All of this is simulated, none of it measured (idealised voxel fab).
The process module presented herein is designated voxel tone inversion.
We display cut, a cross-section 260 nm in width whose square cells are each 5 nm.
Heads up, the way a cross-section reads in here is a grid of square cells, handed over as bands from the top down, with every band being one or more rows of cells.
The entry gives the band's vertical extent as a top height and a bottom height in nm, then its horizontal make-up as materials from left to right, each with a width in nm. "empty" stands for empty space; a single material marked "everywhere" fills the band edge to edge.
Note: height 0 marks the level under which the wafer is uniformly one material as received. Lowest band unbounded below, written "from 0 down".
Width: "30->40" (first number = top row, second number = bottom row, same change from row to row of cells).
When a step is marked "no change occurred", none of the cells in the cross-section changed during that step.
Closed internal voids: empty space of 8 cells or more with no open way to the top, each as width x height at its distance from the left edge, in nm
Formally, on a step line, whatever follows the settings is a remark that the simulator itself makes on the step.
"overlay nm", when on a step's line for a step with a mask, measures how far to the right of its planned place the mask lay; a negative measure means to the left.
List of planned process steps:
- 1: RECEIVE, material Si
- 2: CONFORMAL_DEP, material SiCN, thk nm 5
- 3: DIRECTIONAL_DEP, material aC, thk nm 25
- 4: PATTERN, tone cover, mask id POSTS, material resist, width nm 15, pitch nm 45, thk nm 30, overlay nm -15
- 5: DIRECTIONAL_ETCH, etch materials aC, depth nm 25
- 6: STRIP, etch materials resist
- 7: FILL_DEP, material SiO2, thk nm 10
- 8: CMP, height nm 30
- 9: STRIP, etch materials aC
- 10: CONFORMAL_DEP, material TiN, thk nm 5
- 11: FILL_DEP, material Ru, thk nm 10
- 12: CMP, height nm 30
- 13: CONFORMAL_DEP, material SiCN, thk nm 5
varied across the wafers: overlay nm of step 4. The plan shows the first wafer's value. All wafers start alike
As-received cross-section, first of several wafers, post step 1:
    from 0 down: Si everywhere
    Closed internal voids: none
Here's the first of several wafers in cross-section, end of the module, after the last step, step 13:
    from 35 to 30: SiCN everywhere
    from 30 to 10: SiO2 60  TiN 5  Ru 5  TiN 5  SiO2 30  TiN 5  Ru 5  TiN 5  SiO2 30  TiN 5  Ru 5  TiN 5  SiO2 95
    from 10 to 5: SiO2 60  TiN 15  SiO2 30  TiN 15  SiO2 30  TiN 15  SiO2 95
    from 5 to 0: SiCN everywhere
    from 0 down: Si everywhere
    Closed internal voids: none
Cross-section, module end, final of several wafers:
    from 35 to 30: SiCN everywhere
    from 30 to 10: SiO2 90  TiN 5  Ru 5  TiN 5  SiO2 30  TiN 5  Ru 5  TiN 5  SiO2 30  TiN 5  Ru 5  TiN 5  SiO2 65
    from 10 to 5: SiO2 90  TiN 15  SiO2 30  TiN 15  SiO2 30  TiN 15  SiO2 65
    from 5 to 0: SiCN everywhere
    from 0 down: Si everywhere
    Closed internal voids: none
Row per wafer, end-of-module: cell gain (+)/loss (-) by material since the wafer came in, then closed voids:
overlay nm -15; +12 Ru; +104 SiCN; +215 SiO2; +33 TiN; Closed internal voids: none
overlay nm -10; +12 Ru; +104 SiCN; +215 SiO2; +33 TiN; Closed internal voids: none
overlay nm -5; +12 Ru; +104 SiCN; +215 SiO2; +33 TiN; Closed internal voids: none
overlay nm 0; +12 Ru; +104 SiCN; +215 SiO2; +33 TiN; Closed internal voids: none
overlay nm 5; +12 Ru; +104 SiCN; +215 SiO2; +33 TiN; Closed internal voids: none
overlay nm 10; +12 Ru; +104 SiCN; +215 SiO2; +33 TiN; Closed internal voids: none
overlay nm 15; +12 Ru; +104 SiCN; +215 SiO2; +33 TiN; Closed internal voids: none
